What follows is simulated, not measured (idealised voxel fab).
Name of the process module below: voxel capacitor over wiring
It is cross-section cut that appears here, measuring 195 nm in width, its square cells being 5 nm in size.
Cross-section spec: square-cell grid; bands listed top down; each band is one or more rows.
In this notation a band is specified by the heights of its top and bottom, in that order and in nm, after which its materials appear from left to right, each paired with its width in nm. The word "edge to edge" attached to a single material means that material fills the band from edge to edge; the word "empty" stands for empty space.
Height reference: 0 = level under which incoming wafer is all one material. Lowest band: no bottom, runs on downward, e.g. "from 0 down".
Per-row width for "30 to 40": begins at first number (top row of band), ends at second number (bottom row), increment between rows held constant.
When a step is marked "stayed the same", none of the cells in the cross-section changed during that step.
Entry "Enclosed voids". Content: empty spaces with no open connection to the top, size 8 cells or greater. Each: width x height at distance. Distance: from left edge. Unit: nm.
If you see something after the settings on a step's line, that's the simulator's own remark about that step.
overlay nm: on a step with a mask, how far right of its planned place the mask lay; negative means left.

Planned step list for the process:
1) RECEIVE [material Si]
2) CONFORMAL_DEP [material SiO2] [thk nm 15]
3) CONFORMAL_DEP [material SiCN] [thk nm 5]
4) DIRECTIONAL_DEP [material lowk] [thk nm 20]
5) MASKED_ETCH [tone open] [mask id METAL_1] [width nm 20] [pitch nm 80] [etch materials lowk] [depth nm 20] [overlay nm 0]
6) MASKED_ETCH [tone open] [mask id METAL_1] [width nm 20] [pitch nm 80] [etch materials SiCN] [depth nm 5] [overlay nm 0]
7) CONFORMAL_DEP [material TiN] [thk nm 5]
8) FILL_DEP [material Cu] [thk nm 5]
9) CMP [height nm 40]
10) CONFORMAL_DEP [material SiCN] [thk nm 5]
11) DIRECTIONAL_DEP [material lowk] [thk nm 20]
12) DIRECTIONAL_DEP [material aC] [thk nm 10]
13) PATTERN [tone open] [mask id PLUG_1] [material resist] [width nm 15] [thk nm 25] [overlay nm 0]
14) DIRECTIONAL_ETCH [etch materials aC] [depth nm 10]
15) STRIP [etch materials resist]
16) DIRECTIONAL_ETCH [etch materials lowk] [depth nm 20]
17) DIRECTIONAL_ETCH [etch materials SiCN] [depth nm 5]
18) STRIP [etch materials aC]
19) CONFORMAL_DEP [material TiN] [thk nm 5]
20) FILL_DEP [material Ru] [thk nm 10]
21) CMP [height nm 65]
22) DIRECTIONAL_DEP [material TiN] [thk nm 5]
23) DIRECTIONAL_DEP [material Al2O3] [thk nm 5]
24) DIRECTIONAL_DEP [material TiN] [thk nm 10]
25) MASKED_ETCH [tone cover] [mask id UPPER_PLATE] [width nm 65] [etch materials TiN] [depth nm 10] [overlay nm 0]
26) MASKED_ETCH [tone cover] [mask id UPPER_PLATE] [width nm 65] [etch materials Al2O3] [depth nm 5] [overlay nm 0]
27) MASKED_ETCH [tone cover] [mask id LOWER_PLATE] [width nm 75] [etch materials TiN] [depth nm 5] [overlay nm 0]
28) FILL_DEP [material SiO2] [thk nm 15]
29) CMP [height nm 95]
30) PATTERN [tone open] [mask id PLUG_2] [material resist] [width nm 15] [thk nm 15] [overlay nm 0]
31) DIRECTIONAL_ETCH [etch materials SiO2] [depth nm 10]
32) STRIP [etch materials resist]
33) CONFORMAL_DEP [material TiN] [thk nm 5]
34) FILL_DEP [material W] [thk nm 5]
35) CMP [height nm 95]
36) CONFORMAL_DEP [material SiCN] [thk nm 5]

What follows covers the first of two wafers; it ran as planned:

As received (post step 1): cross-section:
* from 0 down = Si edge to edge
* Enclosed voids: none

Sectional view: wafer, after step 2:
* from 15 to 0 = SiO2 edge to edge
* Under the height 0 nothing was changed.

Sectional view: wafer, after step 3:
* from 20 to 15 = SiCN edge to edge
* Under the height 15 nothing was changed.

Sectional view: wafer, after step 4:
* from 40 to 20 = lowk edge to edge
* Under the height 20 nothing was changed.

Sectional view: wafer, after step 5:
* from 40 to 20 = 45 nm lowk / 20 nm empty / 60 nm lowk / 20 nm empty / 50 nm lowk
* Under the height 20 nothing was changed.

Sectional view: wafer, after step 6:
* from 40 to 20 = 45 nm lowk / 20 nm empty / 60 nm lowk / 20 nm empty / 50 nm lowk
* from 20 to 15 = 45 nm SiCN / 20 nm empty / 60 nm SiCN / 20 nm empty / 50 nm SiCN
* Under the height 15 nothing was changed.

Sectional view: wafer, after step 7:
* from 45 to 40 = 50 nm TiN / 10 nm empty / 70 nm TiN / 10 nm empty / 55 nm TiN
* from 40 to 20 = 45 nm lowk / 5 nm TiN / 10 nm empty / 5 nm TiN / 60 nm lowk / 5 nm TiN / 10 nm empty / 5 nm TiN / 50 nm lowk
* from 20 to 15 = 45 nm SiCN / 20 nm TiN / 60 nm SiCN / 20 nm TiN / 50 nm SiCN
* Under the height 15 nothing was changed.

Sectional view: wafer, after step 8:
* from 50 to 45 = Cu edge to edge
* from 45 to 40 = 50 nm TiN / 10 nm Cu / 70 nm TiN / 10 nm Cu / 55 nm TiN
* from 40 to 20 = 45 nm lowk / 5 nm TiN / 10 nm Cu / 5 nm TiN / 60 nm lowk / 5 nm TiN / 10 nm Cu / 5 nm TiN / 50 nm lowk
* Under the height 20 nothing was changed.

Sectional view: wafer, after step 9:
* from 40 to 20 = 45 nm lowk / 5 nm TiN / 10 nm Cu / 5 nm TiN / 60 nm lowk / 5 nm TiN / 10 nm Cu / 5 nm TiN / 50 nm lowk
* Under the height 20 nothing was changed.

Sectional view: wafer, after step 10:
* from 45 to 40 = SiCN edge to edge
* Under the height 40 nothing was changed.

Sectional view: wafer, after step 11:
* from 65 to 45 = lowk edge to edge
* Under the height 45 nothing was changed.

Sectional view: wafer, after step 12:
* from 75 to 65 = aC edge to edge
* Under the height 65 nothing was changed.

Sectional view: wafer, after step 13:
* from 100 to 75 = 50 nm resist / 15 nm empty / 130 nm resist
* Under the height 75 nothing was changed.

Sectional view: wafer, after step 14:
* from 90 to 75 = 50 nm resist / 15 nm empty / 130 nm resist
* from 75 to 65 = 50 nm aC / 15 nm empty / 130 nm aC
* Under the height 65 nothing was changed.

Sectional view: wafer, after step 15:
* from 75 to 65 = 50 nm aC / 15 nm empty / 130 nm aC
* Under the height 65 nothing was changed.

Sectional view: wafer, after step 16:
* from 75 to 65 = 50 nm aC / 15 nm empty / 130 nm aC
* from 65 to 45 = 50 nm lowk / 15 nm empty / 130 nm lowk
* Under the height 45 nothing was changed.

Sectional view: wafer, after step 17:
* from 75 to 65 = 50 nm aC / 15 nm empty / 130 nm aC
* from 65 to 45 = 50 nm lowk / 15 nm empty / 130 nm lowk
* from 45 to 40 = 50 nm SiCN / 15 nm empty / 130 nm SiCN
* Under the height 40 nothing was changed.

Sectional view: wafer, after step 18:
* from 65 to 45 = 50 nm lowk / 15 nm empty / 130 nm lowk
* Under the height 45 nothing was changed.

Sectional view: wafer, after step 19:
* from 70 to 65 = 55 nm TiN / 5 nm empty / 135 nm TiN
* from 65 to 45 = 50 nm lowk / 5 nm TiN / 5 nm empty / 5 nm TiN / 130 nm lowk
* from 45 to 40 = 50 nm SiCN / 15 nm TiN / 130 nm SiCN
* Under the height 40 nothing was changed.

Sectional view: wafer, after step 20:
* from 80 to 70 = Ru edge to edge
* from 70 to 65 = 55 nm TiN / 5 nm Ru / 135 nm TiN
* from 65 to 45 = 50 nm lowk / 5 nm TiN / 5 nm Ru / 5 nm TiN / 130 nm lowk
* Under the height 45 nothing was changed.

Sectional view: wafer, after step 21:
* from 65 to 45 = 50 nm lowk / 5 nm TiN / 5 nm Ru / 5 nm TiN / 130 nm lowk
* Under the height 45 nothing was changed.

Sectional view: wafer, after step 22:
* from 70 to 65 = TiN edge to edge
* Under the height 65 nothing was changed.

Sectional view: wafer, after step 23:
* from 75 to 70 = Al2O3 edge to edge
* Under the height 70 nothing was changed.

Sectional view: wafer, after step 24:
* from 85 to 75 = TiN edge to edge
* Under the height 75 nothing was changed.

Sectional view: wafer, after step 25:
* from 85 to 75 = 50 nm empty / 65 nm TiN / 80 nm empty
* Under the height 75 nothing was changed.

Sectional view: wafer, after step 26:
* from 85 to 75 = 50 nm empty / 65 nm TiN / 80 nm empty
* from 75 to 70 = 50 nm empty / 65 nm Al2O3 / 80 nm empty
* Under the height 70 nothing was changed.

Sectional view: wafer, after step 27:
* from 85 to 75 = 50 nm empty / 65 nm TiN / 80 nm empty
* from 75 to 70 = 50 nm empty / 65 nm Al2O3 / 80 nm empty
* from 70 to 65 = 45 nm empty / 75 nm TiN / 75 nm empty
* Under the height 65 nothing was changed.

Sectional view: wafer, after step 28:
* from 100 to 85 = SiO2 edge to edge
* from 85 to 75 = 50 nm SiO2 / 65 nm TiN / 80 nm SiO2
* from 75 to 70 = 50 nm SiO2 / 65 nm Al2O3 / 80 nm SiO2
* from 70 to 65 = 45 nm SiO2 / 75 nm TiN / 75 nm SiO2
* Under the height 65 nothing was changed.

Sectional view: wafer, after step 29:
* from 95 to 85 = SiO2 edge to edge
* Under the height 85 nothing was changed.

Sectional view: wafer, after step 30:
* from 110 to 95 = 60 nm resist / 15 nm empty / 120 nm resist
* Under the height 95 nothing was changed.

Sectional view: wafer, after step 31:
* from 110 to 95 = 60 nm resist / 15 nm empty / 120 nm resist
* from 95 to 85 = 60 nm SiO2 / 15 nm empty / 120 nm SiO2
* Under the height 85 nothing was changed.

Sectional view: wafer, after step 32:
* from 95 to 85 = 60 nm SiO2 / 15 nm empty / 120 nm SiO2
* Under the height 85 nothing was changed.

Sectional view: wafer, after step 33:
* from 100 to 95 = 65 nm TiN / 5 nm empty / 125 nm TiN
* from 95 to 90 = 60 nm SiO2 / 5 nm TiN / 5 nm empty / 5 nm TiN / 120 nm SiO2
* from 90 to 85 = 60 nm SiO2 / 15 nm TiN / 120 nm SiO2
* Under the height 85 nothing was changed.

Sectional view: wafer, after step 34:
* from 105 to 100 = W edge to edge
* from 100 to 95 = 65 nm TiN / 5 nm W / 125 nm TiN
* from 95 to 90 = 60 nm SiO2 / 5 nm TiN / 5 nm W / 5 nm TiN / 120 nm SiO2
* Under the height 90 nothing was changed.

Sectional view: wafer, after step 35:
* from 95 to 90 = 60 nm SiO2 / 5 nm TiN / 5 nm W / 5 nm TiN / 120 nm SiO2
* Under the height 90 nothing was changed.

Sectional view: wafer, after step 36:
* from 100 to 95 = SiCN edge to edge
* Under the height 95 nothing was changed.

Here the second wafer is described. Its start and its plan were those of the first wafer. Its run contained one mistake. Up to and including step 22, it did exactly what the first wafer did:

Cross-section, second wafer, at the end time the plan gives for step 23:
* from 75 to 70 = SiCN edge to edge
* Under the height 70 nothing was changed.

Cross-section, second wafer, at the end time the plan gives for step 24:
* from 85 to 75 = TiN edge to edge
* Under the height 75 nothing was changed.

Cross-section, second wafer, at the end time the plan gives for step 25:
* from 85 to 75 = 50 nm empty / 65 nm TiN / 80 nm empty
* Under the height 75 nothing was changed.

Cross-section, second wafer, at the end time the plan gives for step 26: stayed the same

Cross-section, second wafer, at the end time the plan gives for step 27: stayed the same

Cross-section, second wafer, at the end time the plan gives for step 28:
* from 100 to 85 = SiO2 edge to edge
* from 85 to 75 = 50 nm SiO2 / 65 nm TiN / 80 nm SiO2
* Under the height 75 nothing was changed.

Cross-section, second wafer, at the end time the plan gives for step 29:
* from 95 to 85 = SiO2 edge to edge
* Under the height 85 nothing was changed.

Cross-section, second wafer, at the end time the plan gives for step 30:
* from 110 to 95 = 60 nm resist / 15 nm empty / 120 nm resist
* Under the height 95 nothing was changed.

Cross-section, second wafer, at the end time the plan gives for step 31:
* from 110 to 95 = 60 nm resist / 15 nm empty / 120 nm resist
* from 95 to 85 = 60 nm SiO2 / 15 nm empty / 120 nm SiO2
* Under the height 85 nothing was changed.

Cross-section, second wafer, at the end time the plan gives for step 32:
* from 95 to 85 = 60 nm SiO2 / 15 nm empty / 120 nm SiO2
* Under the height 85 nothing was changed.

Cross-section, second wafer, at the end time the plan gives for step 33:
* from 100 to 95 = 65 nm TiN / 5 nm empty / 125 nm TiN
* from 95 to 90 = 60 nm SiO2 / 5 nm TiN / 5 nm empty / 5 nm TiN / 120 nm SiO2
* from 90 to 85 = 60 nm SiO2 / 15 nm TiN / 120 nm SiO2
* Under the height 85 nothing was changed.

Cross-section, second wafer, at the end time the plan gives for step 34:
* from 105 to 100 = W edge to edge
* from 100 to 95 = 65 nm TiN / 5 nm W / 125 nm TiN
* from 95 to 90 = 60 nm SiO2 / 5 nm TiN / 5 nm W / 5 nm TiN / 120 nm SiO2
* Under the height 90 nothing was changed.

Cross-section, second wafer, at the end time the plan gives for step 35:
* from 95 to 90 = 60 nm SiO2 / 5 nm TiN / 5 nm W / 5 nm TiN / 120 nm SiO2
* Under the height 90 nothing was changed.

Cross-section, second wafer, at the end time the plan gives for step 36:
* from 100 to 95 = SiCN edge to edge
* Under the height 95 nothing was changed.
What was done differently from what was planned? step 23 was processed under conditions differing from the plan, specifically as DIRECTIONAL_DEP [material SiCN] [thk nm 5]
Final difference in cells, second wafer against first, listed per material as more or fewer: Al2O3 -13, SiCN +39, SiO2 -50, TiN +24
